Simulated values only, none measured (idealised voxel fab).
Process module heading - voxel released beams
The figure presents cross-section cut, which has a width of 255 nm and is divided into square cells with an edge length of 5 nm.
If you're reading a cross-section in this doc, picture square cells in a grid; it comes to you as bands, top ones listed first down to the bottom, and a band can be one or more rows of cells. For a band, the entry starts with two heights in nm, that of the top and then that of the bottom, and carries on with the band's materials in order from left to right, each alongside its width in nm; the word "full width" beside a single material means it fills the band edge to edge, and "blank" means empty space. Heights from 0 (as-received wafer is one material below). Bottom band endless downward, as "0 nm and below". A width given as "30..40" starts at the first number in the band's top row and ends at the second number in its bottom row, shifting by an equal amount at every step from row to row. Take "remains unaltered" at face value: in the step it is given for, the cross-section changed in none of its cells. Basically, "Cavities, sealed" tells you about the enclosed voids: empty spaces with no open way to the top, 8 cells or bigger, each written width x height at distance, where distance is from the left edge, all in nm. Where a step's line continues beyond its settings, the continuation is a remark by the simulator itself on that step. "overlay nm" on a masked step: distance the mask lay right of its planned place, negative for left.
-- Intended process steps
1,RECEIVE [material Si]
2,CONFORMAL_DEP [material SiN] [thk nm 5]
3,DIRECTIONAL_DEP [material SiO2] [thk nm 20]
4,MASKED_ETCH [tone open] [mask id ANCHOR] [width nm 40] [etch materials SiO2] [depth nm 20] [overlay nm 0]
5,CONFORMAL_DEP [material TiN] [thk nm 15]
6,DIRECTIONAL_DEP [material aC] [thk nm 10]
7,PATTERN [tone cover] [mask id BEAM] [material resist] [width nm 85] [thk nm 25] [overlay nm 0]
8,DIRECTIONAL_ETCH [etch materials aC] [depth nm 10]
9,STRIP [etch materials resist]
10,DIRECTIONAL_ETCH [etch materials TiN] [depth nm 15]
11,STRIP [etch materials aC]
12,STRIP [etch materials SiO2]
-- Delivered wafer in cross-section: state after step 1
> 0 nm and below  Si full width
> Cavities, sealed: none
-- Wafer cross-section at end of module: start and plan as shown above, one execution error
> 20 nm to 5 nm  80 blank, then 85 TiN, then 90 blank
> 5 nm to 0 nm  SiN full width
> 0 nm and below  Si full width
> Cavities, sealed: none
Deviation noted in wafer processing: step 3 was left out
